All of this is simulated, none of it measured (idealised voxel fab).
The process module presented herein is designated voxel ribs on slabs.
The cross-section on display is named cut; it measures 215 nm wide, and its cells are 5 nm squares.
Think of the cross-section as a grid of square cells. We describe it in bands, top to bottom, and each band covers one or more rows of those cells. Band: top and bottom heights (nm) first, top before bottom; then materials from left to right, widths in nm. "edge to edge" marks a sole material filling the band edge to edge. "empty" denotes empty space. Ref level 0: as-received wafer is one material below here. Bottom band extends down with no lower bound ("from 0 down"). The two numbers in a width such as "30..40" mark its ends across the band: the first belongs to the top row of cells, the second to the bottom row, and from each row to the next the width moves by the same amount. "nothing different" means the step left every cell of the cross-section as it was. Empty spaces without an open route to the top, at least 8 cells in extent, make up the entry "Enclosed internal cavities"; each is given as width x height at distance, where the distance is measured from the left edge, and all are in nm. after a step's settings: what the simulator itself notes on the step. The line of a step may include "overlay nm". On a step with a mask, this value is how far to the right of its planned place the mask lay. A negative value means the mask lay to the left.

This section lists the process steps that were planned:
| 1 | RECEIVE [material Si] |
| 2 | DIRECTIONAL_DEP [material SiO2] [thk nm 30] |
| 3 | DIRECTIONAL_DEP [material polySi] [thk nm 25] |
| 4 | DIRECTIONAL_DEP [material aC] [thk nm 15] |
| 5 | PATTERN [tone cover] [mask id RIB] [material resist] [width nm 15] [thk nm 35] [overlay nm 0] |
| 6 | DIRECTIONAL_ETCH [etch materials aC] [depth nm 15] |
| 7 | STRIP [etch materials resist] |
| 8 | DIRECTIONAL_ETCH [etch materials polySi] [depth nm 20] |
| 9 | STRIP [etch materials aC] |
| 10 | DIRECTIONAL_DEP [material aC] [thk nm 10] |
| 11 | PATTERN [tone cover] [mask id SLAB] [material resist] [width nm 55] [thk nm 30] [overlay nm 0] |
| 12 | DIRECTIONAL_ETCH [etch materials aC] [depth nm 10] |
| 13 | STRIP [etch materials resist] |
| 14 | DIRECTIONAL_ETCH [etch materials polySi] [depth nm 5] |
| 15 | STRIP [etch materials aC] |
| 16 | FILL_DEP [material SiO2] [thk nm 25] |
| 17 | CMP [height nm 70] |
| 18 | DIRECTIONAL_DEP [material W] [thk nm 5] |
| 19 | MASKED_ETCH [tone cover] [mask id HEATER] [width nm 25] [etch materials W] [depth nm 5] [overlay nm 0] |
| 20 | CONFORMAL_DEP [material SiN] [thk nm 5] |

First of two wafers, with the run carried out as planned:

Cross-section: wafer on arrival = after step 1:
from 0 down = Si edge to edge
Enclosed internal cavities: none

Cross-section of the wafer after step 2:
from 30 to 0 = SiO2 edge to edge
All layers under 0 are left as they were.

Cross-section of the wafer after step 3:
from 55 to 30 = polySi edge to edge
All layers under 30 are left as they were.

Cross-section of the wafer after step 4:
from 70 to 55 = aC edge to edge
All layers under 55 are left as they were.

Cross-section of the wafer after step 5:
from 105 to 70 = empty 100 nm | resist 15 nm | empty 100 nm
All layers under 70 are left as they were.

Cross-section of the wafer after step 6:
from 90 to 70 = empty 100 nm | resist 15 nm | empty 100 nm
from 70 to 55 = empty 100 nm | aC 15 nm | empty 100 nm
All layers under 55 are left as they were.

Cross-section of the wafer after step 7:
from 70 to 55 = empty 100 nm | aC 15 nm | empty 100 nm
All layers under 55 are left as they were.

Cross-section of the wafer after step 8:
from 70 to 55 = empty 100 nm | aC 15 nm | empty 100 nm
from 55 to 35 = empty 100 nm | polySi 15 nm | empty 100 nm
All layers under 35 are left as they were.

Cross-section of the wafer after step 9:
from 55 to 35 = empty 100 nm | polySi 15 nm | empty 100 nm
All layers under 35 are left as they were.

Cross-section of the wafer after step 10:
from 65 to 55 = empty 100 nm | aC 15 nm | empty 100 nm
from 55 to 45 = empty 100 nm | polySi 15 nm | empty 100 nm
from 45 to 35 = aC 100 nm | polySi 15 nm | aC 100 nm
All layers under 35 are left as they were.

Cross-section of the wafer after step 11:
from 95 to 65 = empty 80 nm | resist 55 nm | empty 80 nm
from 65 to 55 = empty 80 nm | resist 20 nm | aC 15 nm | resist 20 nm | empty 80 nm
from 55 to 45 = empty 80 nm | resist 20 nm | polySi 15 nm | resist 20 nm | empty 80 nm
All layers under 45 are left as they were.

Cross-section of the wafer after step 12:
from 85 to 65 = empty 80 nm | resist 55 nm | empty 80 nm
from 65 to 55 = empty 80 nm | resist 20 nm | aC 15 nm | resist 20 nm | empty 80 nm
from 55 to 45 = empty 80 nm | resist 20 nm | polySi 15 nm | resist 20 nm | empty 80 nm
from 45 to 35 = empty 80 nm | aC 20 nm | polySi 15 nm | aC 20 nm | empty 80 nm
All layers under 35 are left as they were.

Cross-section of the wafer after step 13:
from 65 to 55 = empty 100 nm | aC 15 nm | empty 100 nm
from 55 to 45 = empty 100 nm | polySi 15 nm | empty 100 nm
All layers under 45 are left as they were.

Cross-section of the wafer after step 14:
from 65 to 55 = empty 100 nm | aC 15 nm | empty 100 nm
from 55 to 45 = empty 100 nm | polySi 15 nm | empty 100 nm
from 45 to 35 = empty 80 nm | aC 20 nm | polySi 15 nm | aC 20 nm | empty 80 nm
from 35 to 30 = empty 80 nm | polySi 55 nm | empty 80 nm
All layers under 30 are left as they were.

Cross-section of the wafer after step 15:
from 55 to 35 = empty 100 nm | polySi 15 nm | empty 100 nm
All layers under 35 are left as they were.

Cross-section of the wafer after step 16:
from 80 to 55 = SiO2 edge to edge
from 55 to 35 = SiO2 100 nm | polySi 15 nm | SiO2 100 nm
from 35 to 30 = SiO2 80 nm | polySi 55 nm | SiO2 80 nm
All layers under 30 are left as they were.

Cross-section of the wafer after step 17:
from 70 to 55 = SiO2 edge to edge
All layers under 55 are left as they were.

Cross-section of the wafer after step 18:
from 75 to 70 = W edge to edge
All layers under 70 are left as they were.

Cross-section of the wafer after step 19:
from 75 to 70 = empty 95 nm | W 25 nm | empty 95 nm
All layers under 70 are left as they were.

Cross-section of the wafer after step 20:
from 80 to 75 = empty 90 nm | SiN 35 nm | empty 90 nm
from 75 to 70 = SiN 95 nm | W 25 nm | SiN 95 nm
All layers under 70 are left as they were.

Regarding the second of the two wafers: it shared the first wafer's starting condition and process plan, yet one error occurred during its execution. Its history coincides with that of the first wafer up to and including step 10:

Second wafer at the planned finish of step 11, seen in cross-section:
from 95 to 65 = empty 85 nm | resist 45 nm | empty 85 nm
from 65 to 55 = empty 85 nm | resist 15 nm | aC 15 nm | resist 15 nm | empty 85 nm
from 55 to 45 = empty 85 nm | resist 15 nm | polySi 15 nm | resist 15 nm | empty 85 nm
All layers under 45 are left as they were.

Second wafer at the planned finish of step 12, seen in cross-section:
from 85 to 65 = empty 85 nm | resist 45 nm | empty 85 nm
from 65 to 55 = empty 85 nm | resist 15 nm | aC 15 nm | resist 15 nm | empty 85 nm
from 55 to 45 = empty 85 nm | resist 15 nm | polySi 15 nm | resist 15 nm | empty 85 nm
from 45 to 35 = empty 85 nm | aC 15 nm | polySi 15 nm | aC 15 nm | empty 85 nm
All layers under 35 are left as they were.

Second wafer at the planned finish of step 13, seen in cross-section:
from 65 to 55 = empty 100 nm | aC 15 nm | empty 100 nm
from 55 to 45 = empty 100 nm | polySi 15 nm | empty 100 nm
All layers under 45 are left as they were.

Second wafer at the planned finish of step 14, seen in cross-section:
from 65 to 55 = empty 100 nm | aC 15 nm | empty 100 nm
from 55 to 45 = empty 100 nm | polySi 15 nm | empty 100 nm
from 45 to 35 = empty 85 nm | aC 15 nm | polySi 15 nm | aC 15 nm | empty 85 nm
from 35 to 30 = empty 85 nm | polySi 45 nm | empty 85 nm
All layers under 30 are left as they were.

Second wafer at the planned finish of step 15, seen in cross-section:
from 55 to 35 = empty 100 nm | polySi 15 nm | empty 100 nm
All layers under 35 are left as they were.

Second wafer at the planned finish of step 16, seen in cross-section:
from 80 to 55 = SiO2 edge to edge
from 55 to 35 = SiO2 100 nm | polySi 15 nm | SiO2 100 nm
from 35 to 30 = SiO2 85 nm | polySi 45 nm | SiO2 85 nm
All layers under 30 are left as they were.

Second wafer at the planned finish of step 17, seen in cross-section:
from 70 to 55 = SiO2 edge to edge
All layers under 55 are left as they were.

Second wafer at the planned finish of step 18, seen in cross-section:
from 75 to 70 = W edge to edge
All layers under 70 are left as they were.

Second wafer at the planned finish of step 19, seen in cross-section:
from 75 to 70 = empty 95 nm | W 25 nm | empty 95 nm
All layers under 70 are left as they were.

Second wafer at the planned finish of step 20, seen in cross-section:
from 80 to 75 = empty 90 nm | SiN 35 nm | empty 90 nm
from 75 to 70 = SiN 95 nm | W 25 nm | SiN 95 nm
All layers under 70 are left as they were.
Want to know what went wrong? heads up, step 11 didn't go per plan, it actually ran as PATTERN [tone cover] [mask id SLAB] [material resist] [width nm 45] [thk nm 30] [overlay nm 0]
Wrapping up, a cell-based count of both wafers puts the second over or under the first for these materials: +2 SiO2 | -2 polySi
